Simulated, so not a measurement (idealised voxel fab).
Process module in this document: voxel local oxidation
Section shown: cut. Width: 235 nm. Cell size: 5 nm, square.
We lay out every cross-section as a grid of square cells and spell it out in bands from the top down, where one band means one or more rows of cells.
Top height, bottom height, nm. Materials left to right, width each, nm. Single material + "full width" = fills band edge to edge. "empty" = empty.
A quick word on heights: they are counted from 0, and under that level the wafer as it came to us is one material throughout. The lowest band is different from the rest in having no bottom; it simply continues downward, written as in "from 0 down".
A two-number width, for instance "30..40", indicates that the width is equal to the first number in the top row of the band and to the second number in the bottom row, and that it changes by a constant amount per row of cells.
"no change" (step): cross-section cells unchanged, all of them.
"Sealed void list" specifies each empty space that is not open to the top and that occupies no fewer than 8 cells, using the form width x height at distance, the distance measured from the left edge and all three quantities in nm.
What comes after the settings on a step's line is commentary from the simulator itself on that step.
overlay nm: step with mask; distance mask lay right of planned place; negative value = left of planned place.

PROCESS STEPS - PLAN
1) RECEIVE, material Si
2) OXIDIZE, depth nm 5
3) CONFORMAL_DEP, material SiN, thk nm 15
4) MASKED_ETCH, tone cover, mask id ACTIVE, width nm 110, etch materials SiN, depth nm 15, overlay nm 0
5) SELECTIVE_ETCH, etch materials SiO2, depth nm 5
6) OXIDIZE, depth nm 10
7) STRIP, etch materials SiN

INCOMING WAFER IN CROSS-SECTION (STATE: AFTER STEP 1)
- from 0 down = Si full width
- Sealed void list: none

CROSS-SECTION TAKEN AT MODULE COMPLETION ON THE FIRST OF TWO WAFERS; PROCESSED PER THE PLAN
- from 0 to -5 = 65 of empty, 100 of SiO2, 70 of empty
- from -5 to -15 = 75 of SiO2, 80 of Si, 80 of SiO2
- from -15 down = Si full width
- Sealed void list: none

SECOND OF TWO WAFERS, MODULE COMPLETE, SECTIONED: IT SHARES THE FIRST WAFER'S START AND PLAN BUT WAS RUN WITH ONE MISTAKE
- from 0 to -5 = 60 of empty, 100 of SiO2, 75 of empty
- from -5 to -15 = 70 of SiO2, 80 of Si, 85 of SiO2
- from -15 down = Si full width
- Sealed void list: none
Here's what went sideways: step 4 did not happen as planned, as run it was MASKED_ETCH, tone cover, mask id ACTIVE, width nm 110, etch materials SiN, depth nm 15, overlay nm -5
Final state: per-material cell counts identical on both wafers; locations differ.
